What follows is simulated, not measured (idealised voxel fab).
Process module under the name voxel gate over fins
Pictured: cross-section cut, 280 nm wide, on a grid of 5 nm square cells.
Bands, listed from the top down, are how a cross-section gets written in this document; the cross-section itself is a grid of square cells, and a band is one or more rows of them. A band entry consists of two parts. The first gives the height of the band's top and the height of its bottom, in nm. The rest lists the band's materials from left to right, each with its width in nm. A single material labelled with the word "throughout" fills the band from edge to edge, and the word "air" marks empty space. Basically, 0 is our baseline, since under it the wafer straight out of the box is all one material. The bottom band has no lower end and keeps on going down, so it looks like "from 0 down". With a width like "30->40", each row of cells in the band differs from the next by the same amount, the top row carrying the first number and the bottom row the second. Basically "nothing changed" means that step didn't change any cell in the cross-section. Fully closed voids: empty space of 8 cells or more with no open way to the top, each as width x height at its distance from the left edge, in nm. Whatever follows a step's settings on its line is a remark the simulator itself makes about that step. overlay nm: where the mask lay relative to plan, measured to the right, on steps with a mask; negatives go left.
-- These are the steps we planned for the process
1 RECEIVE | material Si
2 CONFORMAL_DEP | material SiN | thk nm 10
3 DIRECTIONAL_DEP | material aC | thk nm 10
4 PATTERN | tone cover | mask id FINS | material resist | width nm 15 | pitch nm 60 | thk nm 30 | overlay nm 0
5 DIRECTIONAL_ETCH | etch materials aC | depth nm 10
6 STRIP | etch materials resist
7 DIRECTIONAL_ETCH | etch materials SiN | depth nm 10
8 DIRECTIONAL_ETCH | etch materials Si | depth nm 35
9 STRIP | etch materials aC
10 FILL_DEP | material SiO2 | thk nm 15
11 CMP | height nm 10
12 DIRECTIONAL_DEP | material aC | thk nm 10
13 PATTERN | tone open | mask id RAIL | material resist | width nm 15 | thk nm 25 | overlay nm 0
14 DIRECTIONAL_ETCH | etch materials aC | depth nm 10
15 STRIP | etch materials resist
16 DIRECTIONAL_ETCH | etch materials SiO2 | depth nm 40
17 STRIP | etch materials aC
18 CONFORMAL_DEP | material TiN | thk nm 5
19 FILL_DEP | material W | thk nm 5
20 CMP | height nm 10
21 SELECTIVE_ETCH | etch materials W Ru TiN | depth nm 30
22 FILL_DEP | material SiO2 | thk nm 5
23 CMP | height nm 10
24 SELECTIVE_ETCH | etch materials SiO2 | depth nm 25
25 STRIP | etch materials SiN
26 CONFORMAL_DEP | material HfO2 | thk nm 5
27 CONFORMAL_DEP | material TiN | thk nm 5
28 CONFORMAL_DEP | material TiAl | thk nm 5
29 CONFORMAL_DEP | material TiN | thk nm 5
30 FILL_DEP | material W | thk nm 10
31 CMP | height nm 25
32 CONFORMAL_DEP | material SiCN | thk nm 10
The wafers in this document start out alike and differ in the width nm applied at step 4; the plan shows the value used for the first wafer.
-- Cross-section of the first incoming wafer of several, state after step 1
from 0 down: Si throughout
Fully closed voids: none
-- Basically each wafer gets a line in the table, showing it at the end of the module: material by material, the cells it gained (+) or lost (-) since we got it, then its closed voids
width nm 15; +80 HfO2; -308 Si; +112 SiCN; +170 SiO2; +80 TiAl; +165 TiN; +93 W; Fully closed voids: none
width nm 20; +80 HfO2; -280 Si; +112 SiCN; +154 SiO2; +80 TiAl; +165 TiN; +81 W; Fully closed voids: none
width nm 25; +80 HfO2; -252 Si; +112 SiCN; +138 SiO2; +80 TiAl; +156 TiN; +78 W; Fully closed voids: none
width nm 30; +80 HfO2; -224 Si; +112 SiCN; +122 SiO2; +80 TiAl; +147 TiN; +75 W; Fully closed voids: none
